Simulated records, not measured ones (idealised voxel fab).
process module | voxel transistor to metal
Displayed cross-section: cut, width of 180 nm, square cells sized 5 nm.
Cross-section layout: square cells on a grid; listed as bands, top to bottom; a band spans one or more cell rows.
Heads up on the band format: heights come first, top then bottom, in nm. After that it's the materials left to right, each with its width in nm. A single material flagged "everywhere" fills the whole band edge to edge, and "blank" means there's empty space there.
Zero point of the height axis is 0; under it, received wafer = one material. Lowest band: continues down indefinitely, "from 0 down".
Read "30->40" as a graded width: first number on top, second number at the bottom, same change between each pair of neighbouring rows.
Where a step carries "same as before", the cross-section came out of it unchanged, cell for cell.
"Sealed void list" lists enclosed empty spaces (at least 8 cells, no open path upward to the top), each as width x height at distance from the left edge, in nm.
Heads up: the bit after the settings on a step's line is the simulator's remark on that step.
The line of a step may include "overlay nm". On a step with a mask, this value is how far to the right of its planned place the mask lay. A negative value means the mask lay to the left.
This section lists the process steps that were planned
1. RECEIVE: material Si
2. CONFORMAL_DEP: material SiO2, thk nm 5
3. CONFORMAL_DEP: material SiN, thk nm 10
4. DIRECTIONAL_DEP: material aC, thk nm 10
5. PATTERN: tone cover, mask id ACTIVE, material resist, width nm 110, thk nm 30, overlay nm 0
6. DIRECTIONAL_ETCH: etch materials aC, depth nm 10
7. STRIP: etch materials resist
8. DIRECTIONAL_ETCH: etch materials SiN, depth nm 10
9. DIRECTIONAL_ETCH: etch materials SiO2, depth nm 5
10. DIRECTIONAL_ETCH: etch materials Si, depth nm 30
11. STRIP: etch materials aC
12. FILL_DEP: material SiO2, thk nm 10
13. CMP: height nm 15
14. SELECTIVE_ETCH: etch materials SiO2, depth nm 5
15. STRIP: etch materials SiN
16. SELECTIVE_ETCH: etch materials SiO2, depth nm 5
17. OXIDIZE: depth nm 5
18. DIRECTIONAL_DEP: material polySi, thk nm 25
19. DIRECTIONAL_DEP: material SiCN, thk nm 15
20. PATTERN: tone cover, mask id GATE, material resist, width nm 30, thk nm 20, overlay nm 0
21. DIRECTIONAL_ETCH: etch materials SiCN, depth nm 25
22. DIRECTIONAL_ETCH: etch materials polySi, depth nm 35
23. STRIP: etch materials resist
24. CONFORMAL_DEP: material SiN, thk nm 5
25. DIRECTIONAL_ETCH: etch materials SiN, depth nm 5
26. DIRECTIONAL_ETCH: etch materials SiO2, depth nm 5
27. DIRECTIONAL_ETCH: etch materials Si, depth nm 10
28. EPI: material SiGe, thk nm 10
29. FILL_DEP: material SiO2, thk nm 10
30. CMP: height nm 25
31. STRIP: etch materials polySi
32. SELECTIVE_ETCH: etch materials SiO2, depth nm 5
33. CONFORMAL_DEP: material HfO2, thk nm 5
34. CONFORMAL_DEP: material TiN, thk nm 5
35. FILL_DEP: material W, thk nm 10
36. CMP: height nm 20
37. DIRECTIONAL_DEP: material SiO2, thk nm 10
38. DIRECTIONAL_DEP: material aC, thk nm 10
39. PATTERN: tone open, mask id CONTACT, material resist, width nm 15, pitch nm 75, thk nm 25, overlay nm -15
40. DIRECTIONAL_ETCH: etch materials aC, depth nm 10
41. STRIP: etch materials resist
42. DIRECTIONAL_ETCH: etch materials SiO2, depth nm 35
43. STRIP: etch materials aC
44. CONFORMAL_DEP: material TiN, thk nm 5
45. FILL_DEP: material W, thk nm 5
46. CMP: height nm 30
47. DIRECTIONAL_DEP: material TiN, thk nm 5
48. DIRECTIONAL_DEP: material Ru, thk nm 20
49. DIRECTIONAL_DEP: material aC, thk nm 15
50. PATTERN: tone cover, mask id METAL_1, material resist, width nm 15, pitch nm 75, thk nm 35, overlay nm 0
51. DIRECTIONAL_ETCH: etch materials aC, depth nm 15
52. STRIP: etch materials resist
53. DIRECTIONAL_ETCH: etch materials Ru, depth nm 20
54. DIRECTIONAL_ETCH: etch materials TiN, depth nm 5
55. STRIP: etch materials aC
56. CONFORMAL_DEP: material SiN, thk nm 5
57. FILL_DEP: material lowk, thk nm 10
58. CMP: height nm 55
59. CONFORMAL_DEP: material SiCN, thk nm 5
Wafer-to-wafer difference: overlay nm, step 39. Common start. Plan = first wafer's value.
So this is the first of several wafers, cross-sectioned as it came to us, meaning it's at the end of step 1
- from 0 down | Si everywhere
- Sealed void list: none
Note: the following table is arranged by wafer, a row apiece. Each row reports the end-of-module state: per material, cells gained (+) or cells lost (-) compared with the wafer as received; closed voids follow
overlay nm -15 | +16 HfO2 | +24 Ru | -134 Si | +36 SiCN | +36 SiGe | +56 SiN | +241 SiO2 | +42 TiN | +11 W | +104 lowk | Sealed void list: none
overlay nm -10 | +16 HfO2 | +24 Ru | -134 Si | +36 SiCN | +36 SiGe | +56 SiN | +234 SiO2 | +44 TiN | +16 W | +104 lowk | Sealed void list: none
overlay nm -5 | +16 HfO2 | +24 Ru | -134 Si | +36 SiCN | +36 SiGe | +56 SiN | +232 SiO2 | +46 TiN | +16 W | +104 lowk | Sealed void list: none
overlay nm 0 | +16 HfO2 | +24 Ru | -134 Si | +36 SiCN | +36 SiGe | +56 SiN | +230 SiO2 | +46 TiN | +18 W | +104 lowk | Sealed void list: none
overlay nm 5 | +16 HfO2 | +24 Ru | -134 Si | +36 SiCN | +36 SiGe | +56 SiN | +232 SiO2 | +46 TiN | +16 W | +104 lowk | Sealed void list: none
overlay nm 10 | +16 HfO2 | +24 Ru | -134 Si | +36 SiCN | +36 SiGe | +56 SiN | +234 SiO2 | +44 TiN | +16 W | +104 lowk | Sealed void list: none
overlay nm 15 | +16 HfO2 | +24 Ru | -134 Si | +36 SiCN | +36 SiGe | +56 SiN | +241 SiO2 | +42 TiN | +11 W | +104 lowk | Sealed void list: none
